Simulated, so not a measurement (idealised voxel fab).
process module | voxel trench capacitor
cross-section cut | 295 nm wide | cells 5 nm
A cross-section is a grid of square cells, given in bands from the top down. A band is one or more rows of cells.
Each band's line starts with the height of the band's top and of its bottom, in nm. Then come its materials from left to right, each with its width in nm. One material with "throughout" fills the band from edge to edge. "air" is empty space.
Height 0 is the level under which the wafer as received is all one material. The lowest band goes on downwards, as in "0 down".
A width such as "30 to 40" changes by the same amount from each row of cells to the next, from the band's top row to its bottom row.
"no change" after a step means that no cell of the cross-section changed.
closed voids: empty space of 8 cells or more with no open way to the top, each as width x height at its distance from the left edge, in nm
after a step's settings: what the simulator itself notes on the step
overlay nm, on a step with a mask: how far to the right of its planned place the mask lay; to the left if negative
plan
1 op RECEIVE | material Si
2 op CONFORMAL_DEP | material SiN | thk nm 10
3 op DIRECTIONAL_DEP | material aC | thk nm 10
4 op PATTERN | tone open | mask id TRENCH | material resist | width nm 15 | pitch nm 50 | thk nm 30 | overlay nm 0
5 op DIRECTIONAL_ETCH | etch materials aC | depth nm 10
6 op STRIP | etch materials resist
7 op DIRECTIONAL_ETCH | etch materials SiN | depth nm 10
8 op DIRECTIONAL_ETCH | etch materials Si | depth nm 35
9 op STRIP | etch materials aC
10 op CONFORMAL_DEP | material Al2O3 | thk nm 5
11 op FILL_DEP | material polySi | thk nm 5
12 op CMP | height nm 10
varied across the wafers: width nm of step 4. The plan shows the first wafer's value. All wafers start alike
first wafer as received, after step 1
  0 down: Si throughout
  closed voids: none
each wafer at the end: cells of each material gained (+) or lost (-) since it was received, then its closed voids
width nm 15 | +76 Al2O3 | -84 Si | +94 SiN | +32 polySi | closed voids: none
width nm 20 | +80 Al2O3 | -112 Si | +86 SiN | +64 polySi | closed voids: none
width nm 25 | +84 Al2O3 | -140 Si | +78 SiN | +96 polySi | closed voids: none
width nm 30 | +88 Al2O3 | -168 Si | +70 SiN | +128 polySi | closed voids: none
width nm 35 | +92 Al2O3 | -196 Si | +62 SiN | +160 polySi | closed voids: none
